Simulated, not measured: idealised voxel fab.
Title: Process Module voxel transistor to metal
It is cross-section cut that appears here, measuring 155 nm in width, its square cells being 5 nm in size.
Cross-section spec: square-cell grid; bands listed top down; each band is one or more rows. A band entry consists of two parts. The first gives the height of the band's top and the height of its bottom, in nm. The rest lists the band's materials from left to right, each with its width in nm. A single material labelled with the word "throughout" fills the band from edge to edge, and the word "air" marks empty space. Measure heights from 0. That's the level where, below it, the as-received wafer is all one material. The lowest band is bottomless and extends downward; write it as in "from 0 down". Width "30 to 40": first value at the band's top row of cells, second value at its bottom row, equal change from row to row. What does "no change" mean for a step? It means no cell of the cross-section changed in that step. This entry, "Closed void roster", enumerates those empty regions of no fewer than 8 cells that possess no open connection to the top. Each region is reported in the form width x height at distance, the distance being taken from the left edge, with all three quantities expressed in nm. Anything after a step's settings on that line? It's the simulator's own note about the step. What "overlay nm" on a step's line means: if the step has a mask, that mask lay this far to the right of its planned place, or, when the value is negative, to the left.

**Steps planned for the process**
step 1: op RECEIVE | material Si
step 2: op OXIDIZE | depth nm 5
step 3: op CONFORMAL_DEP | material SiN | thk nm 15
step 4: op MASKED_ETCH | tone cover | mask id ACTIVE | width nm 95 | etch materials SiN | depth nm 15 | overlay nm 0
step 5: op MASKED_ETCH | tone cover | mask id ACTIVE | width nm 95 | etch materials SiO2 | depth nm 5 | overlay nm -15
step 6: op MASKED_ETCH | tone cover | mask id ACTIVE | width nm 95 | etch materials Si | depth nm 25 | overlay nm 0
step 7: op OXIDIZE | depth nm 5
step 8: op FILL_DEP | material SiO2 | thk nm 5
step 9: op CMP | height nm 15
step 10: op SELECTIVE_ETCH | etch materials SiO2 | depth nm 10
step 11: op STRIP | etch materials SiN
step 12: op SELECTIVE_ETCH | etch materials SiO2 | depth nm 5
step 13: op OXIDIZE | depth nm 5
step 14: op DIRECTIONAL_DEP | material polySi | thk nm 20
step 15: op DIRECTIONAL_DEP | material SiCN | thk nm 10
step 16: op MASKED_ETCH | tone cover | mask id GATE | width nm 15 | etch materials SiCN | depth nm 20 | overlay nm 0
step 17: op MASKED_ETCH | tone cover | mask id GATE | width nm 15 | etch materials polySi | depth nm 30 | overlay nm 0
step 18: op CONFORMAL_DEP | material SiO2 | thk nm 5
step 19: op DIRECTIONAL_ETCH | etch materials SiO2 | depth nm 5
step 20: op CONFORMAL_DEP | material SiN | thk nm 10
step 21: op DIRECTIONAL_ETCH | etch materials SiN | depth nm 10
step 22: op DIRECTIONAL_ETCH | etch materials SiO2 | depth nm 5
step 23: op DIRECTIONAL_ETCH | etch materials Si | depth nm 15
step 24: op EPI | material pSi | thk nm 20
step 25: op FILL_DEP | material SiO2 | thk nm 10
step 26: op CMP | height nm 25
step 27: op DIRECTIONAL_DEP | material SiO2 | thk nm 15
step 28: op PATTERN | tone open | mask id CONTACT | material resist | width nm 20 | pitch nm 65 | thk nm 15 | overlay nm 0
step 29: op DIRECTIONAL_ETCH | etch materials SiO2 | depth nm 30
step 30: op STRIP | etch materials resist
step 31: op CONFORMAL_DEP | material TiN | thk nm 5
step 32: op FILL_DEP | material W | thk nm 5
step 33: op CMP | height nm 40
step 34: op DIRECTIONAL_DEP | material TiN | thk nm 5
step 35: op DIRECTIONAL_DEP | material Ru | thk nm 25
step 36: op PATTERN | tone cover | mask id METAL_1 | material resist | width nm 20 | pitch nm 65 | thk nm 15 | overlay nm 0
step 37: op DIRECTIONAL_ETCH | etch materials Ru | depth nm 25
step 38: op DIRECTIONAL_ETCH | etch materials TiN | depth nm 5
step 39: op STRIP | etch materials resist
step 40: op FILL_DEP | material lowk | thk nm 10
step 41: op CMP | height nm 70
step 42: op CONFORMAL_DEP | material SiCN | thk nm 5
step 43: op DIRECTIONAL_DEP | material SiO2 | thk nm 35
step 44: op MASKED_ETCH | tone open | mask id METAL_2_HOLES | width nm 15 | pitch nm 65 | etch materials SiO2 | depth nm 35 | overlay nm 0
step 45: op PATTERN | tone open | mask id METAL_2 | material resist | width nm 20 | pitch nm 65 | thk nm 20 | overlay nm 0
step 46: op DIRECTIONAL_ETCH | etch materials SiO2 | depth nm 20
step 47: op DIRECTIONAL_ETCH | etch materials SiCN | depth nm 5
step 48: op STRIP | etch materials resist
step 49: op CONFORMAL_DEP | material TiN | thk nm 5
step 50: op FILL_DEP | material Ru | thk nm 5
step 51: op CMP | height nm 110
step 52: op CONFORMAL_DEP | material SiCN | thk nm 5
Don't read the plan's overlay nm for step 5 as applying to every wafer: that's the first wafer's value, and the wafers differ in it, though they all start identical.

**Step 1 complete: as-received cross-section of the first of several wafers**
	from 0 down: Si throughout
	Closed void roster: none

**First of several wafers: cross-section at the end of the module, after step 52, its last step**
	from 115 to 110: SiCN throughout
	from 110 to 95: SiO2=35 | TiN=5 | Ru=10 | TiN=5 | SiO2=45 | TiN=5 | Ru=10 | TiN=5 | SiO2=35
	from 95 to 90: SiO2=35 | TiN=5 | Ru=5 | TiN=10 | SiO2=45 | TiN=5 | Ru=5 | TiN=10 | SiO2=35
	from 90 to 75: SiO2=35 | TiN=5 | Ru=5 | TiN=5 | SiO2=50 | TiN=5 | Ru=5 | TiN=5 | SiO2=40
	from 75 to 70: SiCN=35 | TiN=15 | SiCN=50 | TiN=15 | SiCN=40
	from 70 to 45: lowk=35 | Ru=20 | lowk=45 | Ru=20 | lowk=35
	from 45 to 40: lowk=35 | TiN=20 | lowk=45 | TiN=20 | lowk=35
	from 40 to 25: SiO2=35 | TiN=5 | W=10 | TiN=5 | SiO2=45 | TiN=5 | W=10 | TiN=5 | SiO2=35
	from 25 to 15: SiO2=35 | TiN=5 | W=10 | TiN=5 | SiN=10 | SiO2=5 | SiCN=15 | SiO2=5 | SiN=10 | TiN=5 | W=10 | TiN=5 | SiO2=35
	from 15 to 10: SiO2=35 | TiN=20 | SiN=10 | SiO2=5 | polySi=15 | SiO2=5 | SiN=10 | TiN=20 | SiO2=35
	from 10 to 0: SiO2=30 | pSi=25 | SiN=10 | SiO2=5 | polySi=15 | SiO2=5 | SiN=10 | pSi=25 | SiO2=30
	from 0 to -5: SiO2=30 | SiN=10 | pSi=15 | SiN=10 | SiO2=5 | polySi=15 | SiO2=5 | SiN=10 | pSi=15 | SiN=10 | SiO2=30
	from -5 to -10: SiO2=40 | pSi=15 | SiO2=45 | pSi=15 | SiO2=40
	from -10 to -25: SiO2=20 | Si=20 | pSi=15 | Si=45 | pSi=15 | Si=5 | SiO2=35
	from -25 to -35: SiO2=20 | Si=100 | SiO2=35
	from -35 down: Si throughout
	Closed void roster: none

**Last wafer x-sec, end of module**
	from 115 to 110: SiCN throughout
	from 110 to 95: SiO2=35 | TiN=5 | Ru=10 | TiN=5 | SiO2=45 | TiN=5 | Ru=10 | TiN=5 | SiO2=35
	from 95 to 90: SiO2=35 | TiN=5 | Ru=5 | TiN=10 | SiO2=45 | TiN=5 | Ru=5 | TiN=10 | SiO2=35
	from 90 to 75: SiO2=35 | TiN=5 | Ru=5 | TiN=5 | SiO2=50 | TiN=5 | Ru=5 | TiN=5 | SiO2=40
	from 75 to 70: SiCN=35 | TiN=15 | SiCN=50 | TiN=15 | SiCN=40
	from 70 to 45: lowk=35 | Ru=20 | lowk=45 | Ru=20 | lowk=35
	from 45 to 40: lowk=35 | TiN=20 | lowk=45 | TiN=20 | lowk=35
	from 40 to 25: SiO2=35 | TiN=5 | W=10 | TiN=5 | SiO2=45 | TiN=5 | W=10 | TiN=5 | SiO2=35
	from 25 to 15: SiO2=35 | TiN=5 | W=10 | TiN=5 | SiN=10 | SiO2=5 | SiCN=15 | SiO2=5 | SiN=10 | TiN=5 | W=10 | TiN=5 | SiO2=35
	from 15 to 10: SiO2=35 | TiN=20 | SiN=10 | SiO2=5 | polySi=15 | SiO2=5 | SiN=10 | TiN=20 | SiO2=35
	from 10 to 0: SiO2=30 | pSi=25 | SiN=10 | SiO2=5 | polySi=15 | SiO2=5 | SiN=10 | pSi=25 | SiO2=30
	from 0 to -5: SiO2=30 | SiN=10 | pSi=15 | SiN=10 | SiO2=5 | polySi=15 | SiO2=5 | SiN=10 | pSi=15 | SiN=10 | SiO2=30
	from -5 to -10: SiO2=40 | pSi=15 | SiO2=45 | pSi=15 | SiO2=40
	from -10 to -25: SiO2=35 | Si=5 | pSi=15 | Si=45 | pSi=15 | Si=20 | SiO2=20
	from -25 to -35: SiO2=35 | Si=100 | SiO2=20
	from -35 down: Si throughout
	Closed void roster: none

**End of module, by wafer: material-by-material cell gain (+) or loss (-) since receipt, then closed voids**
overlay nm -15; +60 Ru; -135 Si; +62 SiCN; +28 SiN; +406 SiO2; +72 TiN; +20 W; +138 lowk; +50 pSi; +12 polySi; Closed void roster: none
overlay nm -10; +60 Ru; -140 Si; +62 SiCN; +28 SiN; +411 SiO2; +72 TiN; +20 W; +138 lowk; +50 pSi; +12 polySi; Closed void roster: none
overlay nm -5; +60 Ru; -145 Si; +62 SiCN; +28 SiN; +416 SiO2; +72 TiN; +20 W; +138 lowk; +50 pSi; +12 polySi; Closed void roster: none
overlay nm 0; +60 Ru; -150 Si; +62 SiCN; +28 SiN; +421 SiO2; +72 TiN; +20 W; +138 lowk; +50 pSi; +12 polySi; Closed void roster: none
overlay nm 5; +60 Ru; -145 Si; +62 SiCN; +28 SiN; +416 SiO2; +72 TiN; +20 W; +138 lowk; +50 pSi; +12 polySi; Closed void roster: none
overlay nm 10; +60 Ru; -140 Si; +62 SiCN; +28 SiN; +411 SiO2; +72 TiN; +20 W; +138 lowk; +50 pSi; +12 polySi; Closed void roster: none
overlay nm 15; +60 Ru; -135 Si; +62 SiCN; +28 SiN; +406 SiO2; +72 TiN; +20 W; +138 lowk; +50 pSi; +12 polySi; Closed void roster: none
